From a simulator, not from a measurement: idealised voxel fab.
The process module presented herein is designated voxel fin reveal.
Square cells of 5 nm make up the cross-section cut, whose width is 210 nm.
A cross-section in this document is a grid of square cells, and it is written down as bands, the top band listed before the ones below it; a band is made up of one or more rows of cells.
Quick guide to a band line: top height, bottom height (nm) up front; then every material left to right with its width in nm. Only one material and it's marked "throughout"? Then it fills the band edge to edge. And "empty" just means empty space.
The level at which height equals 0 is the one under which the wafer, as it arrives, is entirely one material. No lower edge exists for the bottom band, which continues downward and is notated as in "0 nm and below".
Quick explanation for "30 to 40": the width changes in equal steps down the rows of cells, from the first number in the band's top row to the second number in its bottom row.
Reading "no alterations made" for a step: not a cell of the cross-section changed in it.
Listed in "Enclosed void entries": every empty space of 8 or more cells without an open way to the top. Form: width x height at distance, the distance being from the left edge, all in nm.
Text after the settings on a step's line: the simulator's own remark on that step.
"overlay nm" denotes, for a step that has a mask, the displacement of the mask to the right of its planned place, with negative values corresponding to the left.

Here's what the planned process steps look like:
1 RECEIVE [material Si]
2 CONFORMAL_DEP [material SiN] [thk nm 5]
3 PATTERN [tone cover] [mask id FINS] [material resist] [width nm 15] [pitch nm 40] [thk nm 20] [overlay nm 0]
4 DIRECTIONAL_ETCH [etch materials SiN] [depth nm 5]
5 DIRECTIONAL_ETCH [etch materials Si] [depth nm 35]
6 STRIP [etch materials resist]
7 FILL_DEP [material SiO2] [thk nm 5]
8 CMP [height nm 5]
9 SELECTIVE_ETCH [etch materials SiO2] [depth nm 30]
10 STRIP [etch materials SiN]
11 CONFORMAL_DEP [material HfO2] [thk nm 5]

Cross-section of the incoming wafer, state after step 1:
0 nm and below: Si throughout
Enclosed void entries: none

The first of two wafers, cross-sectioned at the end of the module, with the run proceeding as planned:
5 nm to 0 nm: empty: 30 / HfO2: 25 / empty: 15 / HfO2: 25 / empty: 15 / HfO2: 25 / empty: 15 / HfO2: 25 / empty: 35
0 nm to -20 nm: empty: 30 / HfO2: 5 / Si: 15 / HfO2: 5 / empty: 15 / HfO2: 5 / Si: 15 / HfO2: 5 / empty: 15 / HfO2: 5 / Si: 15 / HfO2: 5 / empty: 15 / HfO2: 5 / Si: 15 / HfO2: 5 / empty: 35
-20 nm to -25 nm: HfO2: 35 / Si: 15 / HfO2: 25 / Si: 15 / HfO2: 25 / Si: 15 / HfO2: 25 / Si: 15 / HfO2: 40
-25 nm to -35 nm: SiO2: 35 / Si: 15 / SiO2: 25 / Si: 15 / SiO2: 25 / Si: 15 / SiO2: 25 / Si: 15 / SiO2: 40
-35 nm and below: Si throughout
Enclosed void entries: none

End of module, second wafer, cross-section. Started like the first, planned like the first, run with one mistake:
5 nm to 0 nm: empty: 30 / HfO2: 30 / empty: 10 / HfO2: 30 / empty: 10 / HfO2: 30 / empty: 10 / HfO2: 30 / empty: 30
0 nm to -20 nm: empty: 30 / HfO2: 5 / Si: 20 / HfO2: 5 / empty: 10 / HfO2: 5 / Si: 20 / HfO2: 5 / empty: 10 / HfO2: 5 / Si: 20 / HfO2: 5 / empty: 10 / HfO2: 5 / Si: 20 / HfO2: 5 / empty: 30
-20 nm to -25 nm: HfO2: 35 / Si: 20 / HfO2: 20 / Si: 20 / HfO2: 20 / Si: 20 / HfO2: 20 / Si: 20 / HfO2: 35
-25 nm to -35 nm: SiO2: 35 / Si: 20 / SiO2: 20 / Si: 20 / SiO2: 20 / Si: 20 / SiO2: 20 / Si: 20 / SiO2: 35
-35 nm and below: Si throughout
Enclosed void entries: none
what went wrong: step 3 was run on a setting that differed from the plan, and what really ran there is PATTERN [tone cover] [mask id FINS] [material resist] [width nm 20] [pitch nm 40] [thk nm 20] [overlay nm 0]
Bottom line after processing is that, in cells, the second wafer is up or down on some materials versus the first: Si +28, SiO2 -8
